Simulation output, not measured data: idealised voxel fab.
The document below concerns the process module designated voxel fin reveal.
Square cells of 5 nm make up the cross-section cut, whose width is 210 nm.
Cross-section format: a grid of square cells, given as bands from top to bottom; each band is one or more rows of cells. Top, bottom (nm), then materials left to right with widths (nm); lone material tagged "edge to edge" fills the whole band edge to edge; "blank" = empty space. For the purposes of this specification, 0 denotes the height below which the wafer in its as-received condition is composed wholly of one material, and the lowermost band, lacking a lower limit, extends downward without end, as expressed in "z 0 and below". Read "30 to 40" as a graded width: first number on top, second number at the bottom, same change between each pair of neighbouring rows. "remains unaltered", as given for a step, is the statement that not any cell of the cross-section underwent a change during that step. "Voids, enclosed": empty spaces of 8 cells or more with no open way to the top, each given as width x height at distance, distance from the left edge, all in nm. Read whatever lies past the settings on a step's line as the simulator's own remark about the step. overlay nm: how far to the right of its planned place the mask lay on this masked step (negative: to the left).
# Listed below are the process steps as planned
- 1: RECEIVE: material Si
- 2: CONFORMAL_DEP: material SiN, thk nm 10
- 3: DIRECTIONAL_DEP: material aC, thk nm 15
- 4: PATTERN: tone cover, mask id FINS, material resist, width nm 15, pitch nm 40, thk nm 35, overlay nm 0
- 5: DIRECTIONAL_ETCH: etch materials aC, depth nm 15
- 6: STRIP: etch materials resist
- 7: DIRECTIONAL_ETCH: etch materials SiN, depth nm 10
- 8: DIRECTIONAL_ETCH: etch materials Si, depth nm 35
- 9: STRIP: etch materials aC
- 10: FILL_DEP: material SiO2, thk nm 5
- 11: CMP: height nm 10
- 12: SELECTIVE_ETCH: etch materials SiO2, depth nm 30
- 13: STRIP: etch materials SiN
- 14: CONFORMAL_DEP: material SiO2, thk nm 5
# The first of two wafers, run as planned
# Incoming wafer, cross-sectional view, post step 1
	z 0 and below: Si edge to edge
	Voids, enclosed: none
# After step 2, in cross-section
	z 10 to 0: SiN edge to edge
	Beneath the level 0, the cross-section is identical to its previous state.
# After step 3, in cross-section
	z 25 to 10: aC edge to edge
	Beneath the level 10, the cross-section is identical to its previous state.
# After step 4, in cross-section
	z 60 to 25: blank: 55, then resist: 15, then blank: 25, then resist: 15, then blank: 25, then resist: 15, then blank: 60
	Beneath the level 25, the cross-section is identical to its previous state.
# After step 5, in cross-section
	z 45 to 25: blank: 55, then resist: 15, then blank: 25, then resist: 15, then blank: 25, then resist: 15, then blank: 60
	z 25 to 10: blank: 55, then aC: 15, then blank: 25, then aC: 15, then blank: 25, then aC: 15, then blank: 60
	Beneath the level 10, the cross-section is identical to its previous state.
# After step 6, in cross-section
	z 25 to 10: blank: 55, then aC: 15, then blank: 25, then aC: 15, then blank: 25, then aC: 15, then blank: 60
	Beneath the level 10, the cross-section is identical to its previous state.
# After step 7, in cross-section
	z 25 to 10: blank: 55, then aC: 15, then blank: 25, then aC: 15, then blank: 25, then aC: 15, then blank: 60
	z 10 to 0: blank: 55, then SiN: 15, then blank: 25, then SiN: 15, then blank: 25, then SiN: 15, then blank: 60
	Beneath the level 0, the cross-section is identical to its previous state.
# After step 8, in cross-section
	z 25 to 10: blank: 55, then aC: 15, then blank: 25, then aC: 15, then blank: 25, then aC: 15, then blank: 60
	z 10 to 0: blank: 55, then SiN: 15, then blank: 25, then SiN: 15, then blank: 25, then SiN: 15, then blank: 60
	z 0 to -35: blank: 55, then Si: 15, then blank: 25, then Si: 15, then blank: 25, then Si: 15, then blank: 60
	Beneath the level -35, the cross-section is identical to its previous state.
# After step 9, in cross-section
	z 10 to 0: blank: 55, then SiN: 15, then blank: 25, then SiN: 15, then blank: 25, then SiN: 15, then blank: 60
	Beneath the level 0, the cross-section is identical to its previous state.
# After step 10, in cross-section
	z 15 to 10: SiO2 edge to edge
	z 10 to 0: SiO2: 55, then SiN: 15, then SiO2: 25, then SiN: 15, then SiO2: 25, then SiN: 15, then SiO2: 60
	z 0 to -35: SiO2: 55, then Si: 15, then SiO2: 25, then Si: 15, then SiO2: 25, then Si: 15, then SiO2: 60
	Beneath the level -35, the cross-section is identical to its previous state.
# After step 11, in cross-section
	z 10 to 0: SiO2: 55, then SiN: 15, then SiO2: 25, then SiN: 15, then SiO2: 25, then SiN: 15, then SiO2: 60
	Beneath the level 0, the cross-section is identical to its previous state.
# After step 12, in cross-section
	z 10 to 0: blank: 55, then SiN: 15, then blank: 25, then SiN: 15, then blank: 25, then SiN: 15, then blank: 60
	z 0 to -20: blank: 55, then Si: 15, then blank: 25, then Si: 15, then blank: 25, then Si: 15, then blank: 60
	Beneath the level -20, the cross-section is identical to its previous state.
# After step 13, in cross-section
	z 0 to -20: blank: 55, then Si: 15, then blank: 25, then Si: 15, then blank: 25, then Si: 15, then blank: 60
	Beneath the level -20, the cross-section is identical to its previous state.
# After step 14, in cross-section
	z 5 to 0: blank: 50, then SiO2: 25, then blank: 15, then SiO2: 25, then blank: 15, then SiO2: 25, then blank: 55
	z 0 to -15: blank: 50, then SiO2: 5, then Si: 15, then SiO2: 5, then blank: 15, then SiO2: 5, then Si: 15, then SiO2: 5, then blank: 15, then SiO2: 5, then Si: 15, then SiO2: 5, then blank: 55
	z -15 to -35: SiO2: 55, then Si: 15, then SiO2: 25, then Si: 15, then SiO2: 25, then Si: 15, then SiO2: 60
	Beneath the level -35, the cross-section is identical to its previous state.
# Second wafer. Start and plan as for the first. One mistake made in running. Agrees with the first up to and including step 3
# Second wafer, section view, time point: scheduled end of step 4
	z 60 to 25: resist: 55, then blank: 15, then resist: 25, then blank: 15, then resist: 25, then blank: 15, then resist: 60
	Beneath the level 25, the cross-section is identical to its previous state.
# Second wafer, section view, time point: scheduled end of step 5
	z 45 to 25: resist: 55, then blank: 15, then resist: 25, then blank: 15, then resist: 25, then blank: 15, then resist: 60
	z 25 to 10: aC: 55, then blank: 15, then aC: 25, then blank: 15, then aC: 25, then blank: 15, then aC: 60
	Beneath the level 10, the cross-section is identical to its previous state.
# Second wafer, section view, time point: scheduled end of step 6
	z 25 to 10: aC: 55, then blank: 15, then aC: 25, then blank: 15, then aC: 25, then blank: 15, then aC: 60
	Beneath the level 10, the cross-section is identical to its previous state.
# Second wafer, section view, time point: scheduled end of step 7
	z 25 to 10: aC: 55, then blank: 15, then aC: 25, then blank: 15, then aC: 25, then blank: 15, then aC: 60
	z 10 to 0: SiN: 55, then blank: 15, then SiN: 25, then blank: 15, then SiN: 25, then blank: 15, then SiN: 60
	Beneath the level 0, the cross-section is identical to its previous state.
# Second wafer, section view, time point: scheduled end of step 8
	z 25 to 10: aC: 55, then blank: 15, then aC: 25, then blank: 15, then aC: 25, then blank: 15, then aC: 60
	z 10 to 0: SiN: 55, then blank: 15, then SiN: 25, then blank: 15, then SiN: 25, then blank: 15, then SiN: 60
	z 0 to -35: Si: 55, then blank: 15, then Si: 25, then blank: 15, then Si: 25, then blank: 15, then Si: 60
	Beneath the level -35, the cross-section is identical to its previous state.
# Second wafer, section view, time point: scheduled end of step 9
	z 10 to 0: SiN: 55, then blank: 15, then SiN: 25, then blank: 15, then SiN: 25, then blank: 15, then SiN: 60
	Beneath the level 0, the cross-section is identical to its previous state.
# Second wafer, section view, time point: scheduled end of step 10
	z 15 to 10: SiO2 edge to edge
	z 10 to 0: SiN: 55, then SiO2: 15, then SiN: 25, then SiO2: 15, then SiN: 25, then SiO2: 15, then SiN: 60
	z 0 to -35: Si: 55, then SiO2: 15, then Si: 25, then SiO2: 15, then Si: 25, then SiO2: 15, then Si: 60
	Beneath the level -35, the cross-section is identical to its previous state.
# Second wafer, section view, time point: scheduled end of step 11
	z 10 to 0: SiN: 55, then SiO2: 15, then SiN: 25, then SiO2: 15, then SiN: 25, then SiO2: 15, then SiN: 60
	Beneath the level 0, the cross-section is identical to its previous state.
# Second wafer, section view, time point: scheduled end of step 12
	z 10 to 0: SiN: 55, then blank: 15, then SiN: 25, then blank: 15, then SiN: 25, then blank: 15, then SiN: 60
	z 0 to -20: Si: 55, then blank: 15, then Si: 25, then blank: 15, then Si: 25, then blank: 15, then Si: 60
	Beneath the level -20, the cross-section is identical to its previous state.
# Second wafer, section view, time point: scheduled end of step 13
	z 0 to -20: Si: 55, then blank: 15, then Si: 25, then blank: 15, then Si: 25, then blank: 15, then Si: 60
	Beneath the level -20, the cross-section is identical to its previous state.
# Second wafer, section view, time point: scheduled end of step 14
	z 5 to 0: SiO2: 60, then blank: 5, then SiO2: 35, then blank: 5, then SiO2: 35, then blank: 5, then SiO2: 65
	z 0 to -15: Si: 55, then SiO2: 5, then blank: 5, then SiO2: 5, then Si: 25, then SiO2: 5, then blank: 5, then SiO2: 5, then Si: 25, then SiO2: 5, then blank: 5, then SiO2: 5, then Si: 60
	z -15 to -35: Si: 55, then SiO2: 15, then Si: 25, then SiO2: 15, then Si: 25, then SiO2: 15, then Si: 60
	Beneath the level -35, the cross-section is identical to its previous state.
What was the processing mistake? step 4, actual vs plan mismatch, actual run PATTERN: tone open, mask id FINS, material resist, width nm 15, pitch nm 40, thk nm 35, overlay nm 0
Final difference in cells, second wafer against first, listed per material as more or fewer: 168 more of Si; 72 fewer of SiO2
